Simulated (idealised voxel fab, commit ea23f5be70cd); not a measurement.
Module name: voxel capacitor over wiring (process module)
Each square cell in cross-section cut measures 5 nm, and the section as a whole is 140 nm wide.
Notation: cross-section as square-cell grid; stated in bands, top first, going down; one or more cell rows per band. Per band: top height and bottom height in nm, followed by the left-to-right materials and their widths in nm; "throughout" marks a single material spanning edge to edge, "empty" marks empty space. Heights are measured from 0, the level below which the as-received wafer is all one material; the lowest band has no bottom and continues downward, written as in "top 0, no bottom". Width: "30->40" (first number = top row, second number = bottom row, same change from row to row of cells). For the purposes of this document, the phrase "changes: none" attached to a step denotes that no cell within the cross-section was modified by that step. This entry, "Entrapped void list", enumerates those empty regions of no fewer than 8 cells that possess no open connection to the top. Each region is reported in the form width x height at distance, the distance being taken from the left edge, with all three quantities expressed in nm. It should be noted that, on the line of a given step, the content following the step's settings is a remark produced by the simulator itself with respect to that step. overlay nm: how far to the right of its planned place the mask lay on this masked step (negative: to the left). Pairs ahead. Before: cross-section ahead of one process step. After: cross-section once the step is done, shown to the lowest changed band only. Under each pair: that step, with settings. Caution: pairs may come from different runs of this module on the same starting wafer; a pair follows the pair above only where its "Pre-step condition" entry says so.
Pre-step condition:
	top 70, bottom 65  Al2O3 throughout
	top 65, bottom 55  TiN throughout
	top 55, bottom 50  Cu throughout
	top 50, bottom 45  30 TiN, then 5 Cu, then 105 TiN
	top 45, bottom 35  25 lowk, then 5 TiN, then 5 Cu, then 5 TiN, then 100 lowk
	top 35, bottom 30  25 SiCN, then 15 TiN, then 100 SiCN
	top 30, bottom 20  20 lowk, then 20 W, then 60 lowk, then 20 W, then 20 lowk
	top 20, bottom 15  20 lowk, then 20 TiN, then 60 lowk, then 20 TiN, then 20 lowk
	top 15, bottom 0  SiO2 throughout
	top 0, no bottom  Si throughout
	Entrapped void list: none
Result of Step:
	top 80, bottom 70  TiN throughout
	No changes below 70.
	Entrapped void list: none
The two cross-sections above bracket this step: DIRECTIONAL_DEP with material TiN, thk nm 10
Pre-step condition: carried over from the after image of the pair right above.
Result of Step:
	top 100, bottom 80  25 empty, then 65 resist, then 50 empty
	No changes below 80.
	Entrapped void list: none
The two cross-sections above bracket this step: PATTERN with tone cover, mask id UPPER_PLATE, material resist, width nm 65, thk nm 20, overlay nm 0
Pre-step condition: carried over from the after image of the pair right above.
Result of Step:
	top 100, bottom 80  25 empty, then 65 resist, then 50 empty
	top 80, bottom 70  25 empty, then 65 TiN, then 50 empty
	No changes below 70.
	Entrapped void list: none
The two cross-sections above bracket this step: DIRECTIONAL_ETCH with etch materials TiN, depth nm 10
Pre-step condition: carried over from the after image of the pair right above.
Result of Step:
	top 100, bottom 80  25 empty, then 65 resist, then 50 empty
	top 80, bottom 70  25 empty, then 65 TiN, then 50 empty
	top 70, bottom 65  25 empty, then 65 Al2O3, then 50 empty
	No changes below 65.
	Entrapped void list: none
The two cross-sections above bracket this step: DIRECTIONAL_ETCH with etch materials Al2O3, depth nm 5
Pre-step condition: carried over from the after image of the pair right above.
Result of Step:
	top 80, bottom 70  25 empty, then 65 TiN, then 50 empty
	No changes below 70.
	Entrapped void list: none
The two cross-sections above bracket this step: STRIP with etch materials resist
Pre-step condition: carried over from the after image of the pair right above.
Result of Step:
	top 100, bottom 80  20 empty, then 75 resist, then 45 empty
	top 80, bottom 70  20 empty, then 5 resist, then 65 TiN, then 5 resist, then 45 empty
	top 70, bottom 65  20 empty, then 5 resist, then 65 Al2O3, then 5 resist, then 45 empty
	No changes below 65.
	Entrapped void list: none
The two cross-sections above bracket this step: PATTERN with tone cover, mask id LOWER_PLATE, material resist, width nm 75, thk nm 20, overlay nm 0
Pre-step condition: carried over from the after image of the pair right above.
Result of Step:
	top 100, bottom 80  20 empty, then 75 resist, then 45 empty
	top 80, bottom 70  20 empty, then 5 resist, then 65 TiN, then 5 resist, then 45 empty
	top 70, bottom 65  20 empty, then 5 resist, then 65 Al2O3, then 5 resist, then 45 empty
	top 65, bottom 55  20 empty, then 75 TiN, then 45 empty
	No changes below 55.
	Entrapped void list: none
The two cross-sections above bracket this step: DIRECTIONAL_ETCH with etch materials TiN, depth nm 10
Pre-step condition: carried over from the after image of the pair right above.
Result of Step:
	top 80, bottom 70  25 empty, then 65 TiN, then 50 empty
	top 70, bottom 65  25 empty, then 65 Al2O3, then 50 empty
	No changes below 65.
	Entrapped void list: none
The two cross-sections above bracket this step: STRIP with etch materials resist
Pre-step condition: carried over from the after image of the pair right above.
Result of Step:
	top 100, bottom 80  SiO2 throughout
	top 80, bottom 70  25 SiO2, then 65 TiN, then 50 SiO2
	top 70, bottom 65  25 SiO2, then 65 Al2O3, then 50 SiO2
	top 65, bottom 55  20 SiO2, then 75 TiN, then 45 SiO2
	No changes below 55.
	Entrapped void list: none
The two cross-sections above bracket this step: FILL_DEP with material SiO2, thk nm 20
Pre-step condition: carried over from the after image of the pair right above.
Result of Step:
	top 95, bottom 80  SiO2 throughout
	No changes below 80.
	Entrapped void list: none
The two cross-sections above bracket this step: CMP with height nm 95
Pre-step condition: carried over from the after image of the pair right above.
Result of Step:
	top 95, bottom 80  35 SiO2, then 15 empty, then 90 SiO2
	No changes below 80.
	Entrapped void list: none
The two cross-sections above bracket this step: MASKED_ETCH with tone open, mask id PLUG_2, width nm 15, etch materials SiO2, depth nm 15, overlay nm 0
Pre-step condition: carried over from the after image of the pair right above.
Result of Step:
	top 100, bottom 95  40 TiN, then 5 empty, then 95 TiN
	top 95, bottom 85  35 SiO2, then 5 TiN, then 5 empty, then 5 TiN, then 90 SiO2
	top 85, bottom 80  35 SiO2, then 15 TiN, then 90 SiO2
	No changes below 80.
	Entrapped void list: none
The two cross-sections above bracket this step: CONFORMAL_DEP with material TiN, thk nm 5
Pre-step condition: carried over from the after image of the pair right above.
Result of Step:
	top 110, bottom 100  Ru throughout
	top 100, bottom 95  40 TiN, then 5 Ru, then 95 TiN
	top 95, bottom 85  35 SiO2, then 5 TiN, then 5 Ru, then 5 TiN, then 90 SiO2
	No changes below 85.
	Entrapped void list: none
The two cross-sections above bracket this step: FILL_DEP with material Ru, thk nm 10
Pre-step condition: carried over from the after image of the pair right above.
Result of Step:
	top 95, bottom 85  35 SiO2, then 5 TiN, then 5 Ru, then 5 TiN, then 90 SiO2
	No changes below 85.
	Entrapped void list: none
The two cross-sections above bracket this step: CMP with height nm 95
Pre-step condition: carried over from the after image of the pair right above.
Result of Step:
	top 100, bottom 95  SiCN throughout
	No changes below 95.
	Entrapped void list: none
The two cross-sections above bracket this step: CONFORMAL_DEP with material SiCN, thk nm 5
Pre-step condition:
	top 80, bottom 70  25 empty, then 65 TiN, then 50 empty
	top 70, bottom 65  25 empty, then 65 Al2O3, then 50 empty
	top 65, bottom 55  TiN throughout
	top 55, bottom 45  25 lowk, then 5 TiN, then 5 Cu, then 5 TiN, then 100 lowk
	top 45, bottom 40  25 SiCN, then 15 TiN, then 100 SiCN
	top 40, bottom 20  20 lowk, then 20 W, then 60 lowk, then 20 W, then 20 lowk
	top 20, bottom 15  20 lowk, then 20 TiN, then 60 lowk, then 20 TiN, then 20 lowk
	top 15, bottom 0  SiO2 throughout
	top 0, no bottom  Si throughout
	Entrapped void list: none
Result of Step:
	top 100, bottom 80  25 empty, then 65 resist, then 50 empty
	No changes below 80.
	Entrapped void list: none
The two cross-sections above bracket this step: PATTERN with tone cover, mask id LOWER_PLATE, material resist, width nm 65, thk nm 20, overlay nm 0
Pre-step condition: carried over from the after image of the pair right above.
Result of Step:
	top 100, bottom 80  25 empty, then 65 resist, then 50 empty
	top 80, bottom 70  25 empty, then 65 TiN, then 50 empty
	top 70, bottom 65  25 empty, then 65 Al2O3, then 50 empty
	top 65, bottom 55  25 empty, then 65 TiN, then 50 empty
	No changes below 55.
	Entrapped void list: none
The two cross-sections above bracket this step: DIRECTIONAL_ETCH with etch materials TiN, depth nm 10
Pre-step condition: carried over from the after image of the pair right above.
Result of Step:
	top 80, bottom 70  25 empty, then 65 TiN, then 50 empty
	No changes below 70.
	Entrapped void list: none
The two cross-sections above bracket this step: STRIP with etch materials resist
Pre-step condition: carried over from the after image of the pair right above.
Result of Step:
	top 100, bottom 80  SiO2 throughout
	top 80, bottom 70  25 SiO2, then 65 TiN, then 50 SiO2
	top 70, bottom 65  25 SiO2, then 65 Al2O3, then 50 SiO2
	top 65, bottom 55  25 SiO2, then 65 TiN, then 50 SiO2
	No changes below 55.
	Entrapped void list: none
The two cross-sections above bracket this step: FILL_DEP with material SiO2, thk nm 20
Pre-step condition: carried over from the after image of the pair right above.
Result of Step:
	top 95, bottom 80  SiO2 throughout
	No changes below 80.
	Entrapped void list: none
The two cross-sections above bracket this step: CMP with height nm 95
Pre-step condition: carried over from the after image of the pair right above.
Result of Step:
	top 95, bottom 80  35 SiO2, then 15 empty, then 90 SiO2
	No changes below 80.
	Entrapped void list: none
The two cross-sections above bracket this step: MASKED_ETCH with tone open, mask id PLUG_2, width nm 15, etch materials SiO2, depth nm 15, overlay nm 0
Pre-step condition: carried over from the after image of the pair right above.
Result of Step:
	top 100, bottom 95  40 TiN, then 5 empty, then 95 TiN
	top 95, bottom 85  35 SiO2, then 5 TiN, then 5 empty, then 5 TiN, then 90 SiO2
	top 85, bottom 80  35 SiO2, then 15 TiN, then 90 SiO2
	No changes below 80.
	Entrapped void list: none
The two cross-sections above bracket this step: CONFORMAL_DEP with material TiN, thk nm 5
Pre-step condition: carried over from the after image of the pair right above.
Result of Step:
	top 110, bottom 100  Ru throughout
	top 100, bottom 95  40 TiN, then 5 Ru, then 95 TiN
	top 95, bottom 85  35 SiO2, then 5 TiN, then 5 Ru, then 5 TiN, then 90 SiO2
	No changes below 85.
	Entrapped void list: none
The two cross-sections above bracket this step: FILL_DEP with material Ru, thk nm 10
Pre-step condition: carried over from the after image of the pair right above.
Result of Step:
	top 95, bottom 85  35 SiO2, then 5 TiN, then 5 Ru, then 5 TiN, then 90 SiO2
	No changes below 85.
	Entrapped void list: none
The two cross-sections above bracket this step: CMP with height nm 95
Pre-step condition: carried over from the after image of the pair right above.
Result of Step:
	top 100, bottom 95  SiCN throughout
	No changes below 95.
	Entrapped void list: none
The two cross-sections above bracket this step: CONFORMAL_DEP with material SiCN, thk nm 5
Pre-step condition:
	top 95, bottom 80  SiO2 throughout
	top 80, bottom 70  25 SiO2, then 65 TiN, then 50 SiO2
	top 70, bottom 65  25 SiO2, then 65 Al2O3, then 50 SiO2
	top 65, bottom 55  20 SiO2, then 75 TiN, then 45 SiO2
	top 55, bottom 45  25 lowk, then 5 TiN, then 5 Cu, then 5 TiN, then 100 lowk
	top 45, bottom 40  25 SiCN, then 15 TiN, then 100 SiCN
	top 40, bottom 20  20 lowk, then 20 W, then 60 lowk, then 20 W, then 20 lowk
	top 20, bottom 15  20 lowk, then 20 TiN, then 60 lowk, then 20 TiN, then 20 lowk
	top 15, bottom 0  SiO2 throughout
	top 0, no bottom  Si throughout
	Entrapped void list: none
Result of Step:
	top 95, bottom 80  45 SiO2, then 15 empty, then 80 SiO2
	No changes below 80.
	Entrapped void list: none
The two cross-sections above bracket this step: MASKED_ETCH with tone open, mask id PLUG_2, width nm 15, etch materials SiO2, depth nm 15, overlay nm 10
Pre-step condition: carried over from the after image of the pair right above.
Result of Step:
	top 100, bottom 95  50 TiN, then 5 empty, then 85 TiN
	top 95, bottom 85  45 SiO2, then 5 TiN, then 5 empty, then 5 TiN, then 80 SiO2
	top 85, bottom 80  45 SiO2, then 15 TiN, then 80 SiO2
	No changes below 80.
	Entrapped void list: none
The two cross-sections above bracket this step: CONFORMAL_DEP with material TiN, thk nm 5
Pre-step condition: carried over from the after image of the pair right above.
Result of Step:
	top 110, bottom 100  Ru throughout
	top 100, bottom 95  50 TiN, then 5 Ru, then 85 TiN
	top 95, bottom 85  45 SiO2, then 5 TiN, then 5 Ru, then 5 TiN, then 80 SiO2
	No changes below 85.
	Entrapped void list: none
The two cross-sections above bracket this step: FILL_DEP with material Ru, thk nm 10
Pre-step condition: carried over from the after image of the pair right above.
Result of Step:
	top 95, bottom 85  45 SiO2, then 5 TiN, then 5 Ru, then 5 TiN, then 80 SiO2
	No changes below 85.
	Entrapped void list: none
The two cross-sections above bracket this step: CMP with height nm 95
Pre-step condition: carried over from the after image of the pair right above.
Result of Step:
	top 100, bottom 95  SiCN throughout
	No changes below 95.
	Entrapped void list: none
The two cross-sections above bracket this step: CONFORMAL_DEP with material SiCN, thk nm 5
Pre-step condition:
	top 95, bottom 85  35 SiO2, then 5 TiN, then 5 Ru, then 5 TiN, then 90 SiO2
	top 85, bottom 80  35 SiO2, then 15 TiN, then 90 SiO2
	top 80, bottom 70  25 SiO2, then 65 TiN, then 50 SiO2
	top 70, bottom 65  25 SiO2, then 65 Al2O3, then 50 SiO2
	top 65, bottom 55  20 SiO2, then 75 TiN, then 45 SiO2
	top 55, bottom 45  25 lowk, then 5 TiN, then 5 Cu, then 5 TiN, then 100 lowk
	top 45, bottom 40  25 SiCN, then 15 TiN, then 100 SiCN
	top 40, bottom 20  20 lowk, then 20 W, then 60 lowk, then 20 W, then 20 lowk
	top 20, bottom 15  20 lowk, then 20 TiN, then 60 lowk, then 20 TiN, then 20 lowk
	top 15, bottom 0  SiO2 throughout
	top 0, no bottom  Si throughout
	Entrapped void list: none
Result of Step:
	top 100, bottom 95  TiN throughout
	No changes below 95.
	Entrapped void list: none
The two cross-sections above bracket this step: CONFORMAL_DEP with material TiN, thk nm 5
Pre-step condition:
	top 40, bottom 20  W throughout
	top 20, bottom 15  TiN throughout
	top 15, bottom 0  SiO2 throughout
	top 0, no bottom  Si throughout
	Entrapped void list: none
Result of Step:
	top 40, bottom 20  20 W, then 20 empty, then 60 W, then 20 empty, then 20 W
	No changes below 20.
	Entrapped void list: none
The two cross-sections above bracket this step: MASKED_ETCH with tone open, mask id METAL_1, width nm 20, pitch nm 80, etch materials W, depth nm 20, overlay nm 0
Pre-step condition: carried over from the after image of the pair right above.
Result of Step:
	top 50, bottom 40  lowk throughout
	top 40, bottom 20  20 W, then 20 lowk, then 60 W, then 20 lowk, then 20 W
	No changes below 20.
	Entrapped void list: none
The two cross-sections above bracket this step: FILL_DEP with material lowk, thk nm 10
Pre-step condition: carried over from the after image of the pair right above.
Result of Step:
	top 40, bottom 20  20 W, then 20 lowk, then 60 W, then 20 lowk, then 20 W
	No changes below 20.
	Entrapped void list: none
The two cross-sections above bracket this step: CMP with height nm 40
Pre-step condition: carried over from the after image of the pair right above.
Result of Step:
	top 45, bottom 40  SiCN throughout
	No changes below 40.
	Entrapped void list: none
The two cross-sections above bracket this step: CONFORMAL_DEP with material SiCN, thk nm 5
Pre-step condition: carried over from the after image of the pair right above.
Result of Step:
	top 55, bottom 45  lowk throughout
	No changes below 45.
	Entrapped void list: none
The two cross-sections above bracket this step: DIRECTIONAL_DEP with material lowk, thk nm 10
Pre-step condition: carried over from the after image of the pair right above.
Result of Step:
	top 75, bottom 55  25 resist, then 15 empty, then 100 resist
	No changes below 55.
	Entrapped void list: none
The two cross-sections above bracket this step: PATTERN with tone open, mask id PLUG_1, material resist, width nm 15, thk nm 20, overlay nm 0
Pre-step condition: carried over from the after image of the pair right above.
Result of Step:
	top 75, bottom 55  25 resist, then 15 empty, then 100 resist
	top 55, bottom 45  25 lowk, then 15 empty, then 100 lowk
	No changes below 45.
	Entrapped void list: none
The two cross-sections above bracket this step: DIRECTIONAL_ETCH with etch materials lowk, depth nm 10
Pre-step condition: carried over from the after image of the pair right above.
Result of Step:
	top 75, bottom 55  25 resist, then 15 empty, then 100 resist
	top 55, bottom 45  25 lowk, then 15 empty, then 100 lowk
	top 45, bottom 40  25 SiCN, then 15 empty, then 100 SiCN
	No changes below 40.
	Entrapped void list: none
The two cross-sections above bracket this step: DIRECTIONAL_ETCH with etch materials SiCN, depth nm 5
Pre-step condition: carried over from the after image of the pair right above.
Result of Step:
	top 55, bottom 45  25 lowk, then 15 empty, then 100 lowk
	No changes below 45.
	Entrapped void list: none
The two cross-sections above bracket this step: STRIP with etch materials resist
Pre-step condition: carried over from the after image of the pair right above.
Result of Step:
	top 60, bottom 55  30 TiN, then 5 empty, then 105 TiN
	top 55, bottom 45  25 lowk, then 5 TiN, then 5 empty, then 5 TiN, then 100 lowk
	top 45, bottom 40  25 SiCN, then 15 TiN, then 100 SiCN
	No changes below 40.
	Entrapped void list: none
The two cross-sections above bracket this step: CONFORMAL_DEP with material TiN, thk nm 5
Pre-step condition: carried over from the after image of the pair right above.
Result of Step:
	top 70, bottom 60  Cu throughout
	top 60, bottom 55  30 TiN, then 5 Cu, then 105 TiN
	top 55, bottom 45  25 lowk, then 5 TiN, then 5 Cu, then 5 TiN, then 100 lowk
	No changes below 45.
	Entrapped void list: none
The two cross-sections above bracket this step: FILL_DEP with material Cu, thk nm 10
Pre-step condition: carried over from the after image of the pair right above.
Result of Step:
	top 55, bottom 45  25 lowk, then 5 TiN, then 5 Cu, then 5 TiN, then 100 lowk
	No changes below 45.
	Entrapped void list: none
The two cross-sections above bracket this step: CMP with height nm 55
Pre-step condition: carried over from the after image of the pair right above.
Result of Step:
	top 65, bottom 55  TiN throughout
	No changes below 55.
	Entrapped void list: none
The two cross-sections above bracket this step: DIRECTIONAL_DEP with material TiN, thk nm 10
Pre-step condition: carried over from the after image of the pair right above.
Result of Step:
	top 70, bottom 65  Al2O3 throughout
	No changes below 65.
	Entrapped void list: none
The two cross-sections above bracket this step: DIRECTIONAL_DEP with material Al2O3, thk nm 5
Pre-step condition: carried over from the after image of the pair right above.
Result of Step:
	top 80, bottom 70  TiN throughout
	No changes below 70.
	Entrapped void list: none
The two cross-sections above bracket this step: DIRECTIONAL_DEP with material TiN, thk nm 10
Pre-step condition: carried over from the after image of the pair right above.
Result of Step:
	top 100, bottom 80  25 empty, then 65 resist, then 50 empty
	No changes below 80.
	Entrapped void list: none
The two cross-sections above bracket this step: PATTERN with tone cover, mask id UPPER_PLATE, material resist, width nm 65, thk nm 20, overlay nm 0
Pre-step condition: carried over from the after image of the pair right above.
Result of Step:
	top 100, bottom 80  25 empty, then 65 resist, then 50 empty
	top 80, bottom 70  25 empty, then 65 TiN, then 50 empty
	No changes below 70.
	Entrapped void list: none
The two cross-sections above bracket this step: DIRECTIONAL_ETCH with etch materials TiN, depth nm 10
Pre-step condition: carried over from the after image of the pair right above.
Result of Step:
	top 100, bottom 80  25 empty, then 65 resist, then 50 empty
	top 80, bottom 70  25 empty, then 65 TiN, then 50 empty
	top 70, bottom 65  25 empty, then 65 Al2O3, then 50 empty
	No changes below 65.
	Entrapped void list: none
The two cross-sections above bracket this step: DIRECTIONAL_ETCH with etch materials Al2O3, depth nm 5
Pre-step condition: carried over from the after image of the pair right above.
Result of Step:
	top 80, bottom 70  25 empty, then 65 TiN, then 50 empty
	No changes below 70.
	Entrapped void list: none
The two cross-sections above bracket this step: STRIP with etch materials resist
Pre-step condition: carried over from the after image of the pair right above.
Result of Step:
	top 100, bottom 80  20 empty, then 75 resist, then 45 empty
	top 80, bottom 70  20 empty, then 5 resist, then 65 TiN, then 5 resist, then 45 empty
	top 70, bottom 65  20 empty, then 5 resist, then 65 Al2O3, then 5 resist, then 45 empty
	No changes below 65.
	Entrapped void list: none
The two cross-sections above bracket this step: PATTERN with tone cover, mask id LOWER_PLATE, material resist, width nm 75, thk nm 20, overlay nm 0
Pre-step condition: carried over from the after image of the pair right above.
Result of Step:
	top 100, bottom 80  20 empty, then 75 resist, then 45 empty
	top 80, bottom 70  20 empty, then 5 resist, then 65 TiN, then 5 resist, then 45 empty
	top 70, bottom 65  20 empty, then 5 resist, then 65 Al2O3, then 5 resist, then 45 empty
	top 65, bottom 55  20 empty, then 75 TiN, then 45 empty
	No changes below 55.
	Entrapped void list: none
The two cross-sections above bracket this step: DIRECTIONAL_ETCH with etch materials TiN, depth nm 10
Pre-step condition: carried over from the after image of the pair right above.
Result of Step:
	top 80, bottom 70  25 empty, then 65 TiN, then 50 empty
	top 70, bottom 65  25 empty, then 65 Al2O3, then 50 empty
	No changes below 65.
	Entrapped void list: none
The two cross-sections above bracket this step: STRIP with etch materials resist
Pre-step condition: carried over from the after image of the pair right above.
Result of Step:
	top 100, bottom 80  SiO2 throughout
	top 80, bottom 70  25 SiO2, then 65 TiN, then 50 SiO2
	top 70, bottom 65  25 SiO2, then 65 Al2O3, then 50 SiO2
	top 65, bottom 55  20 SiO2, then 75 TiN, then 45 SiO2
	No changes below 55.
	Entrapped void list: none
The two cross-sections above bracket this step: FILL_DEP with material SiO2, thk nm 20
Pre-step condition: carried over from the after image of the pair right above.
Result of Step:
	top 95, bottom 80  SiO2 throughout
	No changes below 80.
	Entrapped void list: none
The two cross-sections above bracket this step: CMP with height nm 95
Pre-step condition: carried over from the after image of the pair right above.
Result of Step:
	top 95, bottom 80  35 SiO2, then 15 empty, then 90 SiO2
	No changes below 80.
	Entrapped void list: none
The two cross-sections above bracket this step: MASKED_ETCH with tone open, mask id PLUG_2, width nm 15, etch materials SiO2, depth nm 15, overlay nm 0
Pre-step condition: carried over from the after image of the pair right above.
Result of Step:
	top 100, bottom 95  40 TiN, then 5 empty, then 95 TiN
	top 95, bottom 85  35 SiO2, then 5 TiN, then 5 empty, then 5 TiN, then 90 SiO2
	top 85, bottom 80  35 SiO2, then 15 TiN, then 90 SiO2
	No changes below 80.
	Entrapped void list: none
The two cross-sections above bracket this step: CONFORMAL_DEP with material TiN, thk nm 5
Pre-step condition: carried over from the after image of the pair right above.
Result of Step:
	top 110, bottom 100  Ru throughout
	top 100, bottom 95  40 TiN, then 5 Ru, then 95 TiN
	top 95, bottom 85  35 SiO2, then 5 TiN, then 5 Ru, then 5 TiN, then 90 SiO2
	No changes below 85.
	Entrapped void list: none
The two cross-sections above bracket this step: FILL_DEP with material Ru, thk nm 10
Pre-step condition: carried over from the after image of the pair right above.
Result of Step:
	top 95, bottom 85  35 SiO2, then 5 TiN, then 5 Ru, then 5 TiN, then 90 SiO2
	No changes below 85.
	Entrapped void list: none
The two cross-sections above bracket this step: CMP with height nm 95
Pre-step condition: carried over from the after image of the pair right above.
Result of Step:
	top 100, bottom 95  SiCN throughout
	No changes below 95.
	Entrapped void list: none
The two cross-sections above bracket this step: CONFORMAL_DEP with material SiCN, thk nm 5
